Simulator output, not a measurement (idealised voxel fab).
Herein follows the process module entitled voxel self aligned vias.
Cross-sectional view cut (width: 260 nm; square cell size: 5 nm).
Format of a cross-section: grid, square cells. Given as bands. Order: top down. Band: one or more rows of cells. A band entry consists of two parts. The first gives the height of the band's top and the height of its bottom, in nm. The rest lists the band's materials from left to right, each with its width in nm. A single material labelled with the word "full width" fills the band from edge to edge, and the word "air" marks empty space. Heights are reckoned from 0. Under this level, the received wafer is all of one material. The bottommost band is open-ended downward, for example "0 nm and below". Width spec "30..40" -> top row of cells at first value, bottom row at second value, equal per-row change in between. Any step labelled "no alteration" changed none of the cells in the cross-section. Entry "Enclosed internal voids" = empty spaces >= 8 cells with no open way to the top; each as width x height at distance, distance from left edge, all nm. Heads up: the bit after the settings on a step's line is the simulator's remark on that step. "overlay nm" answers the question of how far to the right of plan the mask lay on a step that has a mask, and when it is negative the answer is to the left.
SET OUT BELOW ARE THE PLANNED STEPS OF THE PROCESS
1. RECEIVE [material Si]
2. CONFORMAL_DEP [material SiO2] [thk nm 10]
3. CONFORMAL_DEP [material SiCN] [thk nm 5]
4. DIRECTIONAL_DEP [material lowk] [thk nm 30]
5. PATTERN [tone open] [mask id LINES] [material resist] [width nm 20] [pitch nm 50] [thk nm 20] [overlay nm 0]
6. DIRECTIONAL_ETCH [etch materials lowk] [depth nm 30]
7. STRIP [etch materials resist]
8. CONFORMAL_DEP [material TiN] [thk nm 5]
9. FILL_DEP [material W] [thk nm 10]
10. CMP [height nm 45]
11. SELECTIVE_ETCH [etch materials W Ru TiN] [depth nm 5]
12. FILL_DEP [material SiN] [thk nm 10]
13. CMP [height nm 45]
14. DIRECTIONAL_DEP [material lowk] [thk nm 20]
15. MASKED_ETCH [tone open] [mask id VIAS] [width nm 30] [etch materials lowk] [depth nm 20] [overlay nm 0]
16. MASKED_ETCH [tone open] [mask id VIAS] [width nm 30] [etch materials SiN] [depth nm 5] [overlay nm 0]
17. CONFORMAL_DEP [material TiN] [thk nm 5]
18. FILL_DEP [material Cu] [thk nm 5]
19. CMP [height nm 65]
20. CONFORMAL_DEP [material SiCN] [thk nm 5]
FIRST OF THE TWO WAFERS, RUN PER PLAN
WAFER AS RECEIVED: CROSS-SECTION FOLLOWING STEP 1
	0 nm and below = Si full width
	Enclosed internal voids: none
WAFER SECTION VIEW AFTER PROCESSING STEP 2
	10 nm to 0 nm = SiO2 full width
	Whatever lies below 0 is exactly as it was before.
WAFER SECTION VIEW AFTER PROCESSING STEP 3
	15 nm to 10 nm = SiCN full width
	Whatever lies below 10 is exactly as it was before.
WAFER SECTION VIEW AFTER PROCESSING STEP 4
	45 nm to 15 nm = lowk full width
	Whatever lies below 15 is exactly as it was before.
WAFER SECTION VIEW AFTER PROCESSING STEP 5
	65 nm to 45 nm = resist (95) | air (20) | resist (30) | air (20) | resist (95)
	Whatever lies below 45 is exactly as it was before.
WAFER SECTION VIEW AFTER PROCESSING STEP 6
	65 nm to 45 nm = resist (95) | air (20) | resist (30) | air (20) | resist (95)
	45 nm to 15 nm = lowk (95) | air (20) | lowk (30) | air (20) | lowk (95)
	Whatever lies below 15 is exactly as it was before.
WAFER SECTION VIEW AFTER PROCESSING STEP 7
	45 nm to 15 nm = lowk (95) | air (20) | lowk (30) | air (20) | lowk (95)
	Whatever lies below 15 is exactly as it was before.
WAFER SECTION VIEW AFTER PROCESSING STEP 8
	50 nm to 45 nm = TiN (100) | air (10) | TiN (40) | air (10) | TiN (100)
	45 nm to 20 nm = lowk (95) | TiN (5) | air (10) | TiN (5) | lowk (30) | TiN (5) | air (10) | TiN (5) | lowk (95)
	20 nm to 15 nm = lowk (95) | TiN (20) | lowk (30) | TiN (20) | lowk (95)
	Whatever lies below 15 is exactly as it was before.
WAFER SECTION VIEW AFTER PROCESSING STEP 9
	60 nm to 50 nm = W full width
	50 nm to 45 nm = TiN (100) | W (10) | TiN (40) | W (10) | TiN (100)
	45 nm to 20 nm = lowk (95) | TiN (5) | W (10) | TiN (5) | lowk (30) | TiN (5) | W (10) | TiN (5) | lowk (95)
	Whatever lies below 20 is exactly as it was before.
WAFER SECTION VIEW AFTER PROCESSING STEP 10
	45 nm to 20 nm = lowk (95) | TiN (5) | W (10) | TiN (5) | lowk (30) | TiN (5) | W (10) | TiN (5) | lowk (95)
	Whatever lies below 20 is exactly as it was before.
WAFER SECTION VIEW AFTER PROCESSING STEP 11
	45 nm to 40 nm = lowk (95) | air (20) | lowk (30) | air (20) | lowk (95)
	Whatever lies below 40 is exactly as it was before.
WAFER SECTION VIEW AFTER PROCESSING STEP 12
	55 nm to 45 nm = SiN full width
	45 nm to 40 nm = lowk (95) | SiN (20) | lowk (30) | SiN (20) | lowk (95)
	Whatever lies below 40 is exactly as it was before.
WAFER SECTION VIEW AFTER PROCESSING STEP 13
	45 nm to 40 nm = lowk (95) | SiN (20) | lowk (30) | SiN (20) | lowk (95)
	Whatever lies below 40 is exactly as it was before.
WAFER SECTION VIEW AFTER PROCESSING STEP 14
	65 nm to 45 nm = lowk full width
	Whatever lies below 45 is exactly as it was before.
WAFER SECTION VIEW AFTER PROCESSING STEP 15
	65 nm to 45 nm = lowk (90) | air (30) | lowk (140)
	Whatever lies below 45 is exactly as it was before.
WAFER SECTION VIEW AFTER PROCESSING STEP 16
	65 nm to 45 nm = lowk (90) | air (30) | lowk (140)
	45 nm to 40 nm = lowk (95) | air (20) | lowk (30) | SiN (20) | lowk (95)
	Whatever lies below 40 is exactly as it was before.
WAFER SECTION VIEW AFTER PROCESSING STEP 17
	70 nm to 65 nm = TiN (95) | air (20) | TiN (145)
	65 nm to 50 nm = lowk (90) | TiN (5) | air (20) | TiN (5) | lowk (140)
	50 nm to 45 nm = lowk (90) | TiN (10) | air (10) | TiN (10) | lowk (140)
	45 nm to 40 nm = lowk (95) | TiN (20) | lowk (30) | SiN (20) | lowk (95)
	Whatever lies below 40 is exactly as it was before.
WAFER SECTION VIEW AFTER PROCESSING STEP 18
	75 nm to 70 nm = Cu full width
	70 nm to 65 nm = TiN (95) | Cu (20) | TiN (145)
	65 nm to 50 nm = lowk (90) | TiN (5) | Cu (20) | TiN (5) | lowk (140)
	50 nm to 45 nm = lowk (90) | TiN (10) | Cu (10) | TiN (10) | lowk (140)
	Whatever lies below 45 is exactly as it was before.
WAFER SECTION VIEW AFTER PROCESSING STEP 19
	65 nm to 50 nm = lowk (90) | TiN (5) | Cu (20) | TiN (5) | lowk (140)
	Whatever lies below 50 is exactly as it was before.
WAFER SECTION VIEW AFTER PROCESSING STEP 20
	70 nm to 65 nm = SiCN full width
	Whatever lies below 65 is exactly as it was before.
OKAY, SECOND WAFER. NOTHING DIFFERENT AT THE START, NOTHING DIFFERENT IN THE PLAN, JUST ONE MISTAKE SOMEWHERE IN THE RUNNING. AS FAR AS STEP 4, COUNTING THAT STEP, IT'S THE FIRST WAFER ALL OVER AGAIN
SECOND WAFER CROSS-SECTION, TAKEN AS OF THE TIME THE PLAN SETS FOR STEP 5 TO BE DONE
	65 nm to 45 nm = resist (100) | air (15) | resist (35) | air (15) | resist (95)
	Whatever lies below 45 is exactly as it was before.
SECOND WAFER CROSS-SECTION, TAKEN AS OF THE TIME THE PLAN SETS FOR STEP 6 TO BE DONE
	65 nm to 45 nm = resist (100) | air (15) | resist (35) | air (15) | resist (95)
	45 nm to 15 nm = lowk (100) | air (15) | lowk (35) | air (15) | lowk (95)
	Whatever lies below 15 is exactly as it was before.
SECOND WAFER CROSS-SECTION, TAKEN AS OF THE TIME THE PLAN SETS FOR STEP 7 TO BE DONE
	45 nm to 15 nm = lowk (100) | air (15) | lowk (35) | air (15) | lowk (95)
	Whatever lies below 15 is exactly as it was before.
SECOND WAFER CROSS-SECTION, TAKEN AS OF THE TIME THE PLAN SETS FOR STEP 8 TO BE DONE
	50 nm to 45 nm = TiN (105) | air (5) | TiN (45) | air (5) | TiN (100)
	45 nm to 20 nm = lowk (100) | TiN (5) | air (5) | TiN (5) | lowk (35) | TiN (5) | air (5) | TiN (5) | lowk (95)
	20 nm to 15 nm = lowk (100) | TiN (15) | lowk (35) | TiN (15) | lowk (95)
	Whatever lies below 15 is exactly as it was before.
SECOND WAFER CROSS-SECTION, TAKEN AS OF THE TIME THE PLAN SETS FOR STEP 9 TO BE DONE
	60 nm to 50 nm = W full width
	50 nm to 45 nm = TiN (105) | W (5) | TiN (45) | W (5) | TiN (100)
	45 nm to 20 nm = lowk (100) | TiN (5) | W (5) | TiN (5) | lowk (35) | TiN (5) | W (5) | TiN (5) | lowk (95)
	Whatever lies below 20 is exactly as it was before.
SECOND WAFER CROSS-SECTION, TAKEN AS OF THE TIME THE PLAN SETS FOR STEP 10 TO BE DONE
	45 nm to 20 nm = lowk (100) | TiN (5) | W (5) | TiN (5) | lowk (35) | TiN (5) | W (5) | TiN (5) | lowk (95)
	Whatever lies below 20 is exactly as it was before.
SECOND WAFER CROSS-SECTION, TAKEN AS OF THE TIME THE PLAN SETS FOR STEP 11 TO BE DONE
	45 nm to 40 nm = lowk (100) | air (15) | lowk (35) | air (15) | lowk (95)
	Whatever lies below 40 is exactly as it was before.
SECOND WAFER CROSS-SECTION, TAKEN AS OF THE TIME THE PLAN SETS FOR STEP 12 TO BE DONE
	55 nm to 45 nm = SiN full width
	45 nm to 40 nm = lowk (100) | SiN (15) | lowk (35) | SiN (15) | lowk (95)
	Whatever lies below 40 is exactly as it was before.
SECOND WAFER CROSS-SECTION, TAKEN AS OF THE TIME THE PLAN SETS FOR STEP 13 TO BE DONE
	45 nm to 40 nm = lowk (100) | SiN (15) | lowk (35) | SiN (15) | lowk (95)
	Whatever lies below 40 is exactly as it was before.
SECOND WAFER CROSS-SECTION, TAKEN AS OF THE TIME THE PLAN SETS FOR STEP 14 TO BE DONE
	65 nm to 45 nm = lowk full width
	Whatever lies below 45 is exactly as it was before.
SECOND WAFER CROSS-SECTION, TAKEN AS OF THE TIME THE PLAN SETS FOR STEP 15 TO BE DONE
	65 nm to 45 nm = lowk (90) | air (30) | lowk (140)
	Whatever lies below 45 is exactly as it was before.
SECOND WAFER CROSS-SECTION, TAKEN AS OF THE TIME THE PLAN SETS FOR STEP 16 TO BE DONE
	65 nm to 45 nm = lowk (90) | air (30) | lowk (140)
	45 nm to 40 nm = lowk (100) | air (15) | lowk (35) | SiN (15) | lowk (95)
	Whatever lies below 40 is exactly as it was before.
SECOND WAFER CROSS-SECTION, TAKEN AS OF THE TIME THE PLAN SETS FOR STEP 17 TO BE DONE
	70 nm to 65 nm = TiN (95) | air (20) | TiN (145)
	65 nm to 50 nm = lowk (90) | TiN (5) | air (20) | TiN (5) | lowk (140)
	50 nm to 45 nm = lowk (90) | TiN (15) | air (5) | TiN (10) | lowk (140)
	45 nm to 40 nm = lowk (100) | TiN (15) | lowk (35) | SiN (15) | lowk (95)
	Whatever lies below 40 is exactly as it was before.
SECOND WAFER CROSS-SECTION, TAKEN AS OF THE TIME THE PLAN SETS FOR STEP 18 TO BE DONE
	75 nm to 70 nm = Cu full width
	70 nm to 65 nm = TiN (95) | Cu (20) | TiN (145)
	65 nm to 50 nm = lowk (90) | TiN (5) | Cu (20) | TiN (5) | lowk (140)
	50 nm to 45 nm = lowk (90) | TiN (15) | Cu (5) | TiN (10) | lowk (140)
	Whatever lies below 45 is exactly as it was before.
SECOND WAFER CROSS-SECTION, TAKEN AS OF THE TIME THE PLAN SETS FOR STEP 19 TO BE DONE
	65 nm to 50 nm = lowk (90) | TiN (5) | Cu (20) | TiN (5) | lowk (140)
	Whatever lies below 50 is exactly as it was before.
SECOND WAFER CROSS-SECTION, TAKEN AS OF THE TIME THE PLAN SETS FOR STEP 20 TO BE DONE
	70 nm to 65 nm = SiCN full width
	Whatever lies below 65 is exactly as it was before.
Short version of what went wrong: for step 5, the planned setting was not used; the step was instead run as PATTERN [tone open] [mask id LINES] [material resist] [width nm 15] [pitch nm 50] [thk nm 20] [overlay nm 0]
Count the cells at the end and the second wafer has more or fewer of some materials than the first: Cu: 1 fewer; SiN: 1 fewer; TiN: 2 fewer; W: 8 fewer; lowk: 12 more
